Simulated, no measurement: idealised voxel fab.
Process module in this document: voxel trench capacitor
In the cross-section labelled cut, the width is 280 nm and each square cell is 5 nm.
A cross-section is written here as square cells arranged in a grid, and it is given in bands from the top down, each band taking up one or more rows of cells.
This entry defines a band. It first specifies the height of the band's top and the height of its bottom in nm, and then specifies the band's materials from left to right, stating each material with its width in nm. The word "everywhere" identifies a single material that fills the band from edge to edge, while the word "blank" identifies empty space.
Where do heights start? At 0: under that level the wafer as delivered is made of one material only. And the lowest band has no floor; it just carries on downward, as in "z 0 and below".
So if you see something like "30->40" for the width, read it as the top row of the band sitting at the first number and the bottom row at the second, with every row in between moving by the same amount as the last.
"same as before" means the step left every cell of the cross-section as it was.
This entry, "Closed void catalog", enumerates those empty regions of no fewer than 8 cells that possess no open connection to the top. Each region is reported in the form width x height at distance, the distance being taken from the left edge, with all three quantities expressed in nm.
The remark found on a step's line after its settings is issued by the simulator itself and pertains to that step.
For masked steps, "overlay nm" on the step line gives how far right of plan the mask actually lay; a minus sign means it lay to the left.
**Listed below are the process steps as planned**
1,RECEIVE (material Si)
2,CONFORMAL_DEP (material SiN; thk nm 5)
3,PATTERN (tone open; mask id TRENCH; material resist; width nm 15; pitch nm 55; thk nm 15; overlay nm 0)
4,DIRECTIONAL_ETCH (etch materials SiN; depth nm 5)
5,DIRECTIONAL_ETCH (etch materials Si; depth nm 25)
6,STRIP (etch materials resist)
7,CONFORMAL_DEP (material Al2O3; thk nm 5)
8,FILL_DEP (material polySi; thk nm 5)
9,CMP (height nm 5)
Quick note for whoever runs this: the wafers start identical, but the width nm at step 3 isn't the same across them. The plan just shows what the first wafer had.
**The first of several wafers, as received after step 1, seen in section**
z 0 and below  Si everywhere
Closed void catalog: none
**End-of-module cross-section, first of several wafers, after last step 9**
z 5 to 0  105 SiN, 5 Al2O3, 5 polySi, 5 Al2O3, 40 SiN, 5 Al2O3, 5 polySi, 5 Al2O3, 105 SiN
z 0 to -20  105 Si, 5 Al2O3, 5 polySi, 5 Al2O3, 40 Si, 5 Al2O3, 5 polySi, 5 Al2O3, 105 Si
z -20 to -25  105 Si, 15 Al2O3, 40 Si, 15 Al2O3, 105 Si
z -25 and below  Si everywhere
Closed void catalog: none
**Of the several wafers, the last: cross-section at the end of the module**
z 5 to 0  95 SiN, 5 Al2O3, 30 polySi, 5 Al2O3, 15 SiN, 5 Al2O3, 30 polySi, 5 Al2O3, 90 SiN
z 0 to -20  95 Si, 5 Al2O3, 30 polySi, 5 Al2O3, 15 Si, 5 Al2O3, 30 polySi, 5 Al2O3, 90 Si
z -20 to -25  95 Si, 40 Al2O3, 15 Si, 40 Al2O3, 90 Si
z -25 and below  Si everywhere
Closed void catalog: none
**So in this table every wafer gets its own row, and what you see is where it stands at the end of the module: for each material, how many cells it picked up (+) or gave up (-) since we received it, and after that its closed voids**
width nm 15; +26 Al2O3; -30 Si; +50 SiN; +10 polySi; Closed void catalog: none
width nm 20; +28 Al2O3; -40 Si; +48 SiN; +20 polySi; Closed void catalog: none
width nm 25; +30 Al2O3; -50 Si; +46 SiN; +30 polySi; Closed void catalog: none
width nm 30; +32 Al2O3; -60 Si; +44 SiN; +40 polySi; Closed void catalog: none
width nm 35; +34 Al2O3; -70 Si; +42 SiN; +50 polySi; Closed void catalog: none
width nm 40; +36 Al2O3; -80 Si; +40 SiN; +60 polySi; Closed void catalog: none
